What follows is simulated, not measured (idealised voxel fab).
The following process module bears the name voxel ribs on slabs.
The cross-section shown here is cut; it is 265 nm wide and divided into square cells measuring 5 nm on a side.
How to read a cross-section here: the picture is a grid of square cells, written as bands going from the top down, and any band can span one or more rows of cells.
Within each band entry, the heights of the top and of the bottom of the band appear first, in that order and in nm; the materials of the band then follow from left to right, each with its corresponding width in nm. The designation "edge to edge" on a single material indicates that it fills the band from edge to edge; the designation "empty" indicates empty space.
Ref level 0: as-received wafer is one material below here. Bottom band extends down with no lower bound ("top 0, no bottom").
The two numbers in a width such as "30 to 40" mark its ends across the band: the first belongs to the top row of cells, the second to the bottom row, and from each row to the next the width moves by the same amount.
Any step labelled "no change" changed none of the cells in the cross-section.
Entry "Enclosed void inventory" = empty spaces >= 8 cells with no open way to the top; each as width x height at distance, distance from left edge, all nm.
Read whatever lies past the settings on a step's line as the simulator's own remark about the step.
On any step carrying a mask, the "overlay nm" setting, if present on the step's line, tells how far right of its planned place the mask lay; negative values point to the left.
## So here's the lineup of process steps we planned
- 1: RECEIVE: material Si
- 2: DIRECTIONAL_DEP: material SiO2, thk nm 30
- 3: DIRECTIONAL_DEP: material polySi, thk nm 20
- 4: PATTERN: tone cover, mask id RIB, material resist, width nm 30, thk nm 15, overlay nm 0
- 5: DIRECTIONAL_ETCH: etch materials polySi, depth nm 5
- 6: STRIP: etch materials resist
- 7: MASKED_ETCH: tone cover, mask id SLAB, width nm 60, etch materials polySi, depth nm 15, overlay nm 0
- 8: FILL_DEP: material SiO2, thk nm 20
- 9: CMP: height nm 60
- 10: DIRECTIONAL_DEP: material TiN, thk nm 10
- 11: PATTERN: tone cover, mask id HEATER, material resist, width nm 40, thk nm 15, overlay nm 0
- 12: DIRECTIONAL_ETCH: etch materials TiN, depth nm 10
- 13: STRIP: etch materials resist
- 14: CONFORMAL_DEP: material SiN, thk nm 10
## first wafer, as planned
## Cross-section: wafer on arrival = after step 1
* top 0, no bottom = Si edge to edge
* Enclosed void inventory: none
## Cross-section of the wafer subsequent to step 2
* top 30, bottom 0 = SiO2 edge to edge
* Rest of section, below 0: as before.
## Cross-section of the wafer subsequent to step 3
* top 50, bottom 30 = polySi edge to edge
* Rest of section, below 30: as before.
## Cross-section of the wafer subsequent to step 4
* top 65, bottom 50 = empty: 115; resist: 30; empty: 120
* Rest of section, below 50: as before.
## Cross-section of the wafer subsequent to step 5
* top 65, bottom 50 = empty: 115; resist: 30; empty: 120
* top 50, bottom 45 = empty: 115; polySi: 30; empty: 120
* Rest of section, below 45: as before.
## Cross-section of the wafer subsequent to step 6
* top 50, bottom 45 = empty: 115; polySi: 30; empty: 120
* Rest of section, below 45: as before.
## Cross-section of the wafer subsequent to step 7
* top 50, bottom 45 = empty: 115; polySi: 30; empty: 120
* top 45, bottom 30 = empty: 100; polySi: 60; empty: 105
* Rest of section, below 30: as before.
## Cross-section of the wafer subsequent to step 8
* top 70, bottom 50 = SiO2 edge to edge
* top 50, bottom 45 = SiO2: 115; polySi: 30; SiO2: 120
* top 45, bottom 30 = SiO2: 100; polySi: 60; SiO2: 105
* Rest of section, below 30: as before.
## Cross-section of the wafer subsequent to step 9
* top 60, bottom 50 = SiO2 edge to edge
* Rest of section, below 50: as before.
## Cross-section of the wafer subsequent to step 10
* top 70, bottom 60 = TiN edge to edge
* Rest of section, below 60: as before.
## Cross-section of the wafer subsequent to step 11
* top 85, bottom 70 = empty: 110; resist: 40; empty: 115
* Rest of section, below 70: as before.
## Cross-section of the wafer subsequent to step 12
* top 85, bottom 70 = empty: 110; resist: 40; empty: 115
* top 70, bottom 60 = empty: 110; TiN: 40; empty: 115
* Rest of section, below 60: as before.
## Cross-section of the wafer subsequent to step 13
* top 70, bottom 60 = empty: 110; TiN: 40; empty: 115
* Rest of section, below 60: as before.
## Cross-section of the wafer subsequent to step 14
* top 80, bottom 70 = empty: 100; SiN: 60; empty: 105
* top 70, bottom 60 = SiN: 110; TiN: 40; SiN: 115
* Rest of section, below 60: as before.
## Second wafer, same starting state and plan as the first, one mistake in the run, identical through step 7
## Second wafer, sectioned view, at step 8's planned end time
* top 70, bottom 50 = SiN edge to edge
* top 50, bottom 45 = SiN: 115; polySi: 30; SiN: 120
* top 45, bottom 30 = SiN: 100; polySi: 60; SiN: 105
* Rest of section, below 30: as before.
## Second wafer, sectioned view, at step 9's planned end time
* top 60, bottom 50 = SiN edge to edge
* Rest of section, below 50: as before.
## Second wafer, sectioned view, at step 10's planned end time
* top 70, bottom 60 = TiN edge to edge
* Rest of section, below 60: as before.
## Second wafer, sectioned view, at step 11's planned end time
* top 85, bottom 70 = empty: 110; resist: 40; empty: 115
* Rest of section, below 70: as before.
## Second wafer, sectioned view, at step 12's planned end time
* top 85, bottom 70 = empty: 110; resist: 40; empty: 115
* top 70, bottom 60 = empty: 110; TiN: 40; empty: 115
* Rest of section, below 60: as before.
## Second wafer, sectioned view, at step 13's planned end time
* top 70, bottom 60 = empty: 110; TiN: 40; empty: 115
* Rest of section, below 60: as before.
## Second wafer, sectioned view, at step 14's planned end time
* top 80, bottom 70 = empty: 100; SiN: 60; empty: 105
* top 70, bottom 60 = SiN: 110; TiN: 40; SiN: 115
* Rest of section, below 60: as before.
So what did we get wrong on this run? so step 8 ended up running with a different setting than we planned, it ran as FILL_DEP: material SiN, thk nm 20
Heads up, by the end the second wafer has more or fewer cells of some materials compared to the first: 276 more of SiN | 276 fewer of SiO2
